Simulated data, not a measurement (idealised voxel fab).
process module | voxel self aligned vias
cross-section cut | 280 nm wide | cells 5 nm
A cross-section is a grid of square cells, given in bands from the top down. A band is one or more rows of cells.
Each band's line starts with the height of the band's top and of its bottom, in nm. Then come its materials from left to right, each with its width in nm. One material with "throughout" fills the band from edge to edge. "air" is empty space.
Height 0 is the level under which the wafer as received is all one material. The lowest band goes on downwards, as in "0 down".
A width such as "30 to 40" changes by the same amount from each row of cells to the next, from the band's top row to its bottom row.
"no change" after a step means that no cell of the cross-section changed.
closed voids: empty space of 8 cells or more with no open way to the top, each as width x height at its distance from the left edge, in nm
after a step's settings: what the simulator itself notes on the step
overlay nm, on a step with a mask: how far to the right of its planned place the mask lay; to the left if negative
plan
1 op RECEIVE | material Si
2 op CONFORMAL_DEP | material SiO2 | thk nm 15
3 op CONFORMAL_DEP | material SiCN | thk nm 5
4 op DIRECTIONAL_DEP | material SiO2 | thk nm 25
5 op DIRECTIONAL_DEP | material aC | thk nm 10
6 op PATTERN | tone open | mask id LINES | material resist | width nm 30 | pitch nm 60 | thk nm 25 | overlay nm 0
7 op DIRECTIONAL_ETCH | etch materials aC | depth nm 10
8 op STRIP | etch materials resist
9 op DIRECTIONAL_ETCH | etch materials SiO2 | depth nm 25
10 op STRIP | etch materials aC
11 op CONFORMAL_DEP | material TiN | thk nm 5
12 op FILL_DEP | material Ru | thk nm 10
13 op CMP | height nm 45
14 op SELECTIVE_ETCH | etch materials W Ru TiN | depth nm 5
15 op FILL_DEP | material SiN | thk nm 10
16 op CMP | height nm 45
17 op DIRECTIONAL_DEP | material SiO2 | thk nm 20
18 op DIRECTIONAL_DEP | material aC | thk nm 15
19 op PATTERN | tone open | mask id VIAS | material resist | width nm 40 | pitch nm 120 | thk nm 35 | overlay nm 0
20 op DIRECTIONAL_ETCH | etch materials aC | depth nm 15
21 op STRIP | etch materials resist
22 op DIRECTIONAL_ETCH | etch materials SiO2 | depth nm 20
23 op DIRECTIONAL_ETCH | etch materials SiN | depth nm 5
24 op STRIP | etch materials aC
25 op CONFORMAL_DEP | material TiN | thk nm 5
26 op FILL_DEP | material Ru | thk nm 5
27 op CMP | height nm 65
28 op CONFORMAL_DEP | material SiCN | thk nm 5
first wafer, as planned
as received, after step 1
  0 down: Si throughout
  closed voids: none
after step 2
  15 to 0: SiO2 throughout
  below 0: unchanged
after step 3
  20 to 15: SiCN throughout
  below 15: unchanged
after step 4
  45 to 20: SiO2 throughout
  below 20: unchanged
after step 5
  55 to 45: aC throughout
  below 45: unchanged
after step 6
  80 to 55: resist 65 | air 30 | resist 30 | air 30 | resist 30 | air 30 | resist 65
  below 55: unchanged
after step 7
  70 to 55: resist 65 | air 30 | resist 30 | air 30 | resist 30 | air 30 | resist 65
  55 to 45: aC 65 | air 30 | aC 30 | air 30 | aC 30 | air 30 | aC 65
  below 45: unchanged
after step 8
  55 to 45: aC 65 | air 30 | aC 30 | air 30 | aC 30 | air 30 | aC 65
  below 45: unchanged
after step 9
  55 to 45: aC 65 | air 30 | aC 30 | air 30 | aC 30 | air 30 | aC 65
  45 to 20: SiO2 65 | air 30 | SiO2 30 | air 30 | SiO2 30 | air 30 | SiO2 65
  below 20: unchanged
after step 10
  45 to 20: SiO2 65 | air 30 | SiO2 30 | air 30 | SiO2 30 | air 30 | SiO2 65
  below 20: unchanged
after step 11
  50 to 45: TiN 70 | air 20 | TiN 40 | air 20 | TiN 40 | air 20 | TiN 70
  45 to 25: SiO2 65 | TiN 5 | air 20 | TiN 5 | SiO2 30 | TiN 5 | air 20 | TiN 5 | SiO2 30 | TiN 5 | air 20 | TiN 5 | SiO2 65
  25 to 20: SiO2 65 | TiN 30 | SiO2 30 | TiN 30 | SiO2 30 | TiN 30 | SiO2 65
  below 20: unchanged
after step 12
  60 to 50: Ru throughout
  50 to 45: TiN 70 | Ru 20 | TiN 40 | Ru 20 | TiN 40 | Ru 20 | TiN 70
  45 to 25: SiO2 65 | TiN 5 | Ru 20 | TiN 5 | SiO2 30 | TiN 5 | Ru 20 | TiN 5 | SiO2 30 | TiN 5 | Ru 20 | TiN 5 | SiO2 65
  below 25: unchanged
after step 13
  45 to 25: SiO2 65 | TiN 5 | Ru 20 | TiN 5 | SiO2 30 | TiN 5 | Ru 20 | TiN 5 | SiO2 30 | TiN 5 | Ru 20 | TiN 5 | SiO2 65
  below 25: unchanged
after step 14
  45 to 40: SiO2 65 | air 30 | SiO2 30 | air 30 | SiO2 30 | air 30 | SiO2 65
  below 40: unchanged
after step 15
  55 to 45: SiN throughout
  45 to 40: SiO2 65 | SiN 30 | SiO2 30 | SiN 30 | SiO2 30 | SiN 30 | SiO2 65
  below 40: unchanged
after step 16
  45 to 40: SiO2 65 | SiN 30 | SiO2 30 | SiN 30 | SiO2 30 | SiN 30 | SiO2 65
  below 40: unchanged
after step 17
  65 to 45: SiO2 throughout
  below 45: unchanged
after step 18
  80 to 65: aC throughout
  below 65: unchanged
after step 19
  115 to 80: resist 60 | air 40 | resist 80 | air 40 | resist 60
  below 80: unchanged
after step 20
  100 to 80: resist 60 | air 40 | resist 80 | air 40 | resist 60
  80 to 65: aC 60 | air 40 | aC 80 | air 40 | aC 60
  below 65: unchanged
after step 21
  80 to 65: aC 60 | air 40 | aC 80 | air 40 | aC 60
  below 65: unchanged
after step 22
  80 to 65: aC 60 | air 40 | aC 80 | air 40 | aC 60
  65 to 45: SiO2 60 | air 40 | SiO2 80 | air 40 | SiO2 60
  below 45: unchanged
after step 23
  80 to 65: aC 60 | air 40 | aC 80 | air 40 | aC 60
  65 to 45: SiO2 60 | air 40 | SiO2 80 | air 40 | SiO2 60
  45 to 40: SiO2 65 | air 30 | SiO2 30 | SiN 30 | SiO2 30 | air 30 | SiO2 65
  below 40: unchanged
after step 24
  65 to 45: SiO2 60 | air 40 | SiO2 80 | air 40 | SiO2 60
  below 45: unchanged
after step 25
  70 to 65: TiN 65 | air 30 | TiN 90 | air 30 | TiN 65
  65 to 50: SiO2 60 | TiN 5 | air 30 | TiN 5 | SiO2 80 | TiN 5 | air 30 | TiN 5 | SiO2 60
  50 to 45: SiO2 60 | TiN 10 | air 20 | TiN 10 | SiO2 80 | TiN 10 | air 20 | TiN 10 | SiO2 60
  45 to 40: SiO2 65 | TiN 30 | SiO2 30 | SiN 30 | SiO2 30 | TiN 30 | SiO2 65
  below 40: unchanged
after step 26
  75 to 70: Ru throughout
  70 to 65: TiN 65 | Ru 30 | TiN 90 | Ru 30 | TiN 65
  65 to 50: SiO2 60 | TiN 5 | Ru 30 | TiN 5 | SiO2 80 | TiN 5 | Ru 30 | TiN 5 | SiO2 60
  50 to 45: SiO2 60 | TiN 10 | Ru 20 | TiN 10 | SiO2 80 | TiN 10 | Ru 20 | TiN 10 | SiO2 60
  below 45: unchanged
after step 27
  65 to 50: SiO2 60 | TiN 5 | Ru 30 | TiN 5 | SiO2 80 | TiN 5 | Ru 30 | TiN 5 | SiO2 60
  below 50: unchanged
after step 28
  70 to 65: SiCN throughout
  below 65: unchanged
second wafer: like start, like plan, one mistake. Through step 18 it matches the first wafer
when step 19 should have ended
  115 to 80: resist 60 | air 45 | resist 75 | air 45 | resist 55
  below 80: unchanged
when step 20 should have ended
  100 to 80: resist 60 | air 45 | resist 75 | air 45 | resist 55
  80 to 65: aC 60 | air 45 | aC 75 | air 45 | aC 55
  below 65: unchanged
when step 21 should have ended
  80 to 65: aC 60 | air 45 | aC 75 | air 45 | aC 55
  below 65: unchanged
when step 22 should have ended
  80 to 65: aC 60 | air 45 | aC 75 | air 45 | aC 55
  65 to 45: SiO2 60 | air 45 | SiO2 75 | air 45 | SiO2 55
  below 45: unchanged
when step 23 should have ended
  80 to 65: aC 60 | air 45 | aC 75 | air 45 | aC 55
  65 to 45: SiO2 60 | air 45 | SiO2 75 | air 45 | SiO2 55
  45 to 40: SiO2 65 | air 30 | SiO2 30 | SiN 30 | SiO2 30 | air 30 | SiO2 65
  below 40: unchanged
when step 24 should have ended
  65 to 45: SiO2 60 | air 45 | SiO2 75 | air 45 | SiO2 55
  below 45: unchanged
when step 25 should have ended
  70 to 65: TiN 65 | air 35 | TiN 85 | air 35 | TiN 60
  65 to 50: SiO2 60 | TiN 5 | air 35 | TiN 5 | SiO2 75 | TiN 5 | air 35 | TiN 5 | SiO2 55
  50 to 45: SiO2 60 | TiN 10 | air 20 | TiN 15 | SiO2 75 | TiN 10 | air 20 | TiN 15 | SiO2 55
  45 to 40: SiO2 65 | TiN 30 | SiO2 30 | SiN 30 | SiO2 30 | TiN 30 | SiO2 65
  below 40: unchanged
when step 26 should have ended
  75 to 70: Ru throughout
  70 to 65: TiN 65 | Ru 35 | TiN 85 | Ru 35 | TiN 60
  65 to 50: SiO2 60 | TiN 5 | Ru 35 | TiN 5 | SiO2 75 | TiN 5 | Ru 35 | TiN 5 | SiO2 55
  50 to 45: SiO2 60 | TiN 10 | Ru 20 | TiN 15 | SiO2 75 | TiN 10 | Ru 20 | TiN 15 | SiO2 55
  below 45: unchanged
when step 27 should have ended
  65 to 50: SiO2 60 | TiN 5 | Ru 35 | TiN 5 | SiO2 75 | TiN 5 | Ru 35 | TiN 5 | SiO2 55
  below 50: unchanged
when step 28 should have ended
  70 to 65: SiCN throughout
  below 65: unchanged
what went wrong: step 19 ran as: op PATTERN | tone open | mask id VIAS | material resist | width nm 45 | pitch nm 120 | thk nm 35 | overlay nm 0
at the end the second wafer has, in cells: 6 more of Ru | 8 fewer of SiO2 | 2 more of TiN
